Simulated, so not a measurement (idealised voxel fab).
Process module name: voxel self aligned vias
Cross-sectional view cut (width: 255 nm; square cell size: 5 nm).
How to read a cross-section here: the picture is a grid of square cells, written as bands going from the top down, and any band can span one or more rows of cells. The band entry comprises the height of the band's top followed by the height of its bottom, expressed in nm, and subsequently the band's materials from left to right, each stated together with its width in nm. Where a single material is marked with the word "all across", that material fills the band from edge to edge. The word "empty" represents empty space. Where do heights start? At 0: under that level the wafer as delivered is made of one material only. And the lowest band has no floor; it just carries on downward, as in "0..down". Think of "30..40" as a width that walks from the first number to the second as you go down the band, top row to bottom row, taking equal-sized steps from row to row. Step marked "identical to before"? Then no cell in the cross-section changed in it. "Sealed internal voids" specifies each empty space that is not open to the top and that occupies no fewer than 8 cells, using the form width x height at distance, the distance measured from the left edge and all three quantities in nm. Read whatever lies past the settings on a step's line as the simulator's own remark about the step. The "overlay nm" setting may appear on a step's line; for a step that uses a mask, it gives how far to the right of its planned position the mask lay, and a negative value indicates the left.

## This section lists the process steps that were planned
1. RECEIVE, material Si
2. CONFORMAL_DEP, material SiO2, thk nm 15
3. CONFORMAL_DEP, material SiCN, thk nm 5
4. DIRECTIONAL_DEP, material SiO2, thk nm 25
5. PATTERN, tone open, mask id LINES, material resist, width nm 25, pitch nm 65, thk nm 20, overlay nm 0
6. DIRECTIONAL_ETCH, etch materials SiO2, depth nm 25
7. STRIP, etch materials resist
8. CONFORMAL_DEP, material TiN, thk nm 5
9. FILL_DEP, material W, thk nm 10
10. CMP, height nm 45
11. SELECTIVE_ETCH, etch materials W Ru TiN, depth nm 5
12. FILL_DEP, material SiN, thk nm 10
13. CMP, height nm 45
14. DIRECTIONAL_DEP, material SiO2, thk nm 20
15. DIRECTIONAL_DEP, material aC, thk nm 15
16. PATTERN, tone open, mask id VIAS, material resist, width nm 45, pitch nm 65, thk nm 30, overlay nm 0
17. DIRECTIONAL_ETCH, etch materials aC, depth nm 15
18. STRIP, etch materials resist
19. DIRECTIONAL_ETCH, etch materials SiO2, depth nm 20
20. DIRECTIONAL_ETCH, etch materials SiN, depth nm 5
21. STRIP, etch materials aC
22. CONFORMAL_DEP, material TiN, thk nm 5
23. FILL_DEP, material W, thk nm 5
24. CMP, height nm 65
25. CONFORMAL_DEP, material SiN, thk nm 5

## Account of the first of two wafers, which was processed as intended

## Shown in cross-section is the wafer as received, that is, as it stands after step 1
- 0..down: Si all across
- Sealed internal voids: none

## Cross-section: wafer state after step 2
- 15..0: SiO2 all across
- Whatever lies below 0 is exactly as it was before.

## Cross-section: wafer state after step 3
- 20..15: SiCN all across
- Whatever lies below 15 is exactly as it was before.

## Cross-section: wafer state after step 4
- 45..20: SiO2 all across
- Whatever lies below 20 is exactly as it was before.

## Cross-section: wafer state after step 5
- 65..45: resist=50 / empty=25 / resist=40 / empty=25 / resist=40 / empty=25 / resist=50
- Whatever lies below 45 is exactly as it was before.

## Cross-section: wafer state after step 6
- 65..45: resist=50 / empty=25 / resist=40 / empty=25 / resist=40 / empty=25 / resist=50
- 45..20: SiO2=50 / empty=25 / SiO2=40 / empty=25 / SiO2=40 / empty=25 / SiO2=50
- Whatever lies below 20 is exactly as it was before.

## Cross-section: wafer state after step 7
- 45..20: SiO2=50 / empty=25 / SiO2=40 / empty=25 / SiO2=40 / empty=25 / SiO2=50
- Whatever lies below 20 is exactly as it was before.

## Cross-section: wafer state after step 8
- 50..45: TiN=55 / empty=15 / TiN=50 / empty=15 / TiN=50 / empty=15 / TiN=55
- 45..25: SiO2=50 / TiN=5 / empty=15 / TiN=5 / SiO2=40 / TiN=5 / empty=15 / TiN=5 / SiO2=40 / TiN=5 / empty=15 / TiN=5 / SiO2=50
- 25..20: SiO2=50 / TiN=25 / SiO2=40 / TiN=25 / SiO2=40 / TiN=25 / SiO2=50
- Whatever lies below 20 is exactly as it was before.

## Cross-section: wafer state after step 9
- 60..50: W all across
- 50..45: TiN=55 / W=15 / TiN=50 / W=15 / TiN=50 / W=15 / TiN=55
- 45..25: SiO2=50 / TiN=5 / W=15 / TiN=5 / SiO2=40 / TiN=5 / W=15 / TiN=5 / SiO2=40 / TiN=5 / W=15 / TiN=5 / SiO2=50
- Whatever lies below 25 is exactly as it was before.

## Cross-section: wafer state after step 10
- 45..25: SiO2=50 / TiN=5 / W=15 / TiN=5 / SiO2=40 / TiN=5 / W=15 / TiN=5 / SiO2=40 / TiN=5 / W=15 / TiN=5 / SiO2=50
- Whatever lies below 25 is exactly as it was before.

## Cross-section: wafer state after step 11
- 45..40: SiO2=50 / empty=25 / SiO2=40 / empty=25 / SiO2=40 / empty=25 / SiO2=50
- Whatever lies below 40 is exactly as it was before.

## Cross-section: wafer state after step 12
- 55..45: SiN all across
- 45..40: SiO2=50 / SiN=25 / SiO2=40 / SiN=25 / SiO2=40 / SiN=25 / SiO2=50
- Whatever lies below 40 is exactly as it was before.

## Cross-section: wafer state after step 13
- 45..40: SiO2=50 / SiN=25 / SiO2=40 / SiN=25 / SiO2=40 / SiN=25 / SiO2=50
- Whatever lies below 40 is exactly as it was before.

## Cross-section: wafer state after step 14
- 65..45: SiO2 all across
- Whatever lies below 45 is exactly as it was before.

## Cross-section: wafer state after step 15
- 80..65: aC all across
- Whatever lies below 65 is exactly as it was before.

## Cross-section: wafer state after step 16
- 110..80: resist=40 / empty=45 / resist=20 / empty=45 / resist=20 / empty=45 / resist=40
- Whatever lies below 80 is exactly as it was before.

## Cross-section: wafer state after step 17
- 95..80: resist=40 / empty=45 / resist=20 / empty=45 / resist=20 / empty=45 / resist=40
- 80..65: aC=40 / empty=45 / aC=20 / empty=45 / aC=20 / empty=45 / aC=40
- Whatever lies below 65 is exactly as it was before.

## Cross-section: wafer state after step 18
- 80..65: aC=40 / empty=45 / aC=20 / empty=45 / aC=20 / empty=45 / aC=40
- Whatever lies below 65 is exactly as it was before.

## Cross-section: wafer state after step 19
- 80..65: aC=40 / empty=45 / aC=20 / empty=45 / aC=20 / empty=45 / aC=40
- 65..45: SiO2=40 / empty=45 / SiO2=20 / empty=45 / SiO2=20 / empty=45 / SiO2=40
- Whatever lies below 45 is exactly as it was before.

## Cross-section: wafer state after step 20
- 80..65: aC=40 / empty=45 / aC=20 / empty=45 / aC=20 / empty=45 / aC=40
- 65..45: SiO2=40 / empty=45 / SiO2=20 / empty=45 / SiO2=20 / empty=45 / SiO2=40
- 45..40: SiO2=50 / empty=25 / SiO2=40 / empty=25 / SiO2=40 / empty=25 / SiO2=50
- Whatever lies below 40 is exactly as it was before.

## Cross-section: wafer state after step 21
- 65..45: SiO2=40 / empty=45 / SiO2=20 / empty=45 / SiO2=20 / empty=45 / SiO2=40
- Whatever lies below 45 is exactly as it was before.

## Cross-section: wafer state after step 22
- 70..65: TiN=45 / empty=35 / TiN=30 / empty=35 / TiN=30 / empty=35 / TiN=45
- 65..50: SiO2=40 / TiN=5 / empty=35 / TiN=5 / SiO2=20 / TiN=5 / empty=35 / TiN=5 / SiO2=20 / TiN=5 / empty=35 / TiN=5 / SiO2=40
- 50..45: SiO2=40 / TiN=15 / empty=15 / TiN=15 / SiO2=20 / TiN=15 / empty=15 / TiN=15 / SiO2=20 / TiN=15 / empty=15 / TiN=15 / SiO2=40
- 45..40: SiO2=50 / TiN=25 / SiO2=40 / TiN=25 / SiO2=40 / TiN=25 / SiO2=50
- Whatever lies below 40 is exactly as it was before.

## Cross-section: wafer state after step 23
- 75..70: W all across
- 70..65: TiN=45 / W=35 / TiN=30 / W=35 / TiN=30 / W=35 / TiN=45
- 65..50: SiO2=40 / TiN=5 / W=35 / TiN=5 / SiO2=20 / TiN=5 / W=35 / TiN=5 / SiO2=20 / TiN=5 / W=35 / TiN=5 / SiO2=40
- 50..45: SiO2=40 / TiN=15 / W=15 / TiN=15 / SiO2=20 / TiN=15 / W=15 / TiN=15 / SiO2=20 / TiN=15 / W=15 / TiN=15 / SiO2=40
- Whatever lies below 45 is exactly as it was before.

## Cross-section: wafer state after step 24
- 65..50: SiO2=40 / TiN=5 / W=35 / TiN=5 / SiO2=20 / TiN=5 / W=35 / TiN=5 / SiO2=20 / TiN=5 / W=35 / TiN=5 / SiO2=40
- Whatever lies below 50 is exactly as it was before.

## Cross-section: wafer state after step 25
- 70..65: SiN all across
- Whatever lies below 65 is exactly as it was before.

## The second wafer: identical to the first at the outset and in its planned sequence, differing only in that one mistake was made during processing; up to and including step 4, its path is the first wafer's path

## Second wafer at the planned finish of step 5, seen in cross-section
- 65..45: empty=50 / resist=25 / empty=40 / resist=25 / empty=40 / resist=25 / empty=50
- Whatever lies below 45 is exactly as it was before.

## Second wafer at the planned finish of step 6, seen in cross-section
- 65..45: empty=50 / resist=25 / empty=40 / resist=25 / empty=40 / resist=25 / empty=50
- 45..20: empty=50 / SiO2=25 / empty=40 / SiO2=25 / empty=40 / SiO2=25 / empty=50
- Whatever lies below 20 is exactly as it was before.

## Second wafer at the planned finish of step 7, seen in cross-section
- 45..20: empty=50 / SiO2=25 / empty=40 / SiO2=25 / empty=40 / SiO2=25 / empty=50
- Whatever lies below 20 is exactly as it was before.

## Second wafer at the planned finish of step 8, seen in cross-section
- 50..45: empty=45 / TiN=35 / empty=30 / TiN=35 / empty=30 / TiN=35 / empty=45
- 45..25: empty=45 / TiN=5 / SiO2=25 / TiN=5 / empty=30 / TiN=5 / SiO2=25 / TiN=5 / empty=30 / TiN=5 / SiO2=25 / TiN=5 / empty=45
- 25..20: TiN=50 / SiO2=25 / TiN=40 / SiO2=25 / TiN=40 / SiO2=25 / TiN=50
- Whatever lies below 20 is exactly as it was before.

## Second wafer at the planned finish of step 9, seen in cross-section
- 60..50: W all across
- 50..45: W=45 / TiN=35 / W=30 / TiN=35 / W=30 / TiN=35 / W=45
- 45..25: W=45 / TiN=5 / SiO2=25 / TiN=5 / W=30 / TiN=5 / SiO2=25 / TiN=5 / W=30 / TiN=5 / SiO2=25 / TiN=5 / W=45
- Whatever lies below 25 is exactly as it was before.

## Second wafer at the planned finish of step 10, seen in cross-section
- 45..25: W=45 / TiN=5 / SiO2=25 / TiN=5 / W=30 / TiN=5 / SiO2=25 / TiN=5 / W=30 / TiN=5 / SiO2=25 / TiN=5 / W=45
- Whatever lies below 25 is exactly as it was before.

## Second wafer at the planned finish of step 11, seen in cross-section
- 45..40: empty=50 / SiO2=25 / empty=40 / SiO2=25 / empty=40 / SiO2=25 / empty=50
- Whatever lies below 40 is exactly as it was before.

## Second wafer at the planned finish of step 12, seen in cross-section
- 55..45: SiN all across
- 45..40: SiN=50 / SiO2=25 / SiN=40 / SiO2=25 / SiN=40 / SiO2=25 / SiN=50
- Whatever lies below 40 is exactly as it was before.

## Second wafer at the planned finish of step 13, seen in cross-section
- 45..40: SiN=50 / SiO2=25 / SiN=40 / SiO2=25 / SiN=40 / SiO2=25 / SiN=50
- Whatever lies below 40 is exactly as it was before.

## Second wafer at the planned finish of step 14, seen in cross-section
- 65..45: SiO2 all across
- Whatever lies below 45 is exactly as it was before.

## Second wafer at the planned finish of step 15, seen in cross-section
- 80..65: aC all across
- Whatever lies below 65 is exactly as it was before.

## Second wafer at the planned finish of step 16, seen in cross-section
- 110..80: resist=40 / empty=45 / resist=20 / empty=45 / resist=20 / empty=45 / resist=40
- Whatever lies below 80 is exactly as it was before.

## Second wafer at the planned finish of step 17, seen in cross-section
- 95..80: resist=40 / empty=45 / resist=20 / empty=45 / resist=20 / empty=45 / resist=40
- 80..65: aC=40 / empty=45 / aC=20 / empty=45 / aC=20 / empty=45 / aC=40
- Whatever lies below 65 is exactly as it was before.

## Second wafer at the planned finish of step 18, seen in cross-section
- 80..65: aC=40 / empty=45 / aC=20 / empty=45 / aC=20 / empty=45 / aC=40
- Whatever lies below 65 is exactly as it was before.

## Second wafer at the planned finish of step 19, seen in cross-section
- 80..65: aC=40 / empty=45 / aC=20 / empty=45 / aC=20 / empty=45 / aC=40
- 65..45: SiO2=40 / empty=45 / SiO2=20 / empty=45 / SiO2=20 / empty=45 / SiO2=40
- Whatever lies below 45 is exactly as it was before.

## Second wafer at the planned finish of step 20, seen in cross-section
- 80..65: aC=40 / empty=45 / aC=20 / empty=45 / aC=20 / empty=45 / aC=40
- 65..45: SiO2=40 / empty=45 / SiO2=20 / empty=45 / SiO2=20 / empty=45 / SiO2=40
- 45..40: SiN=40 / empty=10 / SiO2=25 / empty=10 / SiN=20 / empty=10 / SiO2=25 / empty=10 / SiN=20 / empty=10 / SiO2=25 / empty=10 / SiN=40
- Whatever lies below 40 is exactly as it was before.

## Second wafer at the planned finish of step 21, seen in cross-section
- 65..45: SiO2=40 / empty=45 / SiO2=20 / empty=45 / SiO2=20 / empty=45 / SiO2=40
- Whatever lies below 45 is exactly as it was before.

## Second wafer at the planned finish of step 22, seen in cross-section
- 70..65: TiN=45 / empty=35 / TiN=30 / empty=35 / TiN=30 / empty=35 / TiN=45
- 65..50: SiO2=40 / TiN=5 / empty=35 / TiN=5 / SiO2=20 / TiN=5 / empty=35 / TiN=5 / SiO2=20 / TiN=5 / empty=35 / TiN=5 / SiO2=40
- 50..45: SiO2=40 / TiN=45 / SiO2=20 / TiN=45 / SiO2=20 / TiN=45 / SiO2=40
- 45..40: SiN=40 / TiN=10 / SiO2=25 / TiN=10 / SiN=20 / TiN=10 / SiO2=25 / TiN=10 / SiN=20 / TiN=10 / SiO2=25 / TiN=10 / SiN=40
- Whatever lies below 40 is exactly as it was before.

## Second wafer at the planned finish of step 23, seen in cross-section
- 75..70: W all across
- 70..65: TiN=45 / W=35 / TiN=30 / W=35 / TiN=30 / W=35 / TiN=45
- 65..50: SiO2=40 / TiN=5 / W=35 / TiN=5 / SiO2=20 / TiN=5 / W=35 / TiN=5 / SiO2=20 / TiN=5 / W=35 / TiN=5 / SiO2=40
- Whatever lies below 50 is exactly as it was before.

## Second wafer at the planned finish of step 24, seen in cross-section
- 65..50: SiO2=40 / TiN=5 / W=35 / TiN=5 / SiO2=20 / TiN=5 / W=35 / TiN=5 / SiO2=20 / TiN=5 / W=35 / TiN=5 / SiO2=40
- Whatever lies below 50 is exactly as it was before.

## Second wafer at the planned finish of step 25, seen in cross-section
- 70..65: SiN all across
- Whatever lies below 65 is exactly as it was before.
Deviation noted in wafer processing: step 5: run off-plan, actual operation and settings PATTERN, tone cover, mask id LINES, material resist, width nm 25, pitch nm 65, thk nm 20, overlay nm 0
Cell-count delta at end, second wafer over first, by material: SiN +24; SiO2 -105; TiN +27; W +54
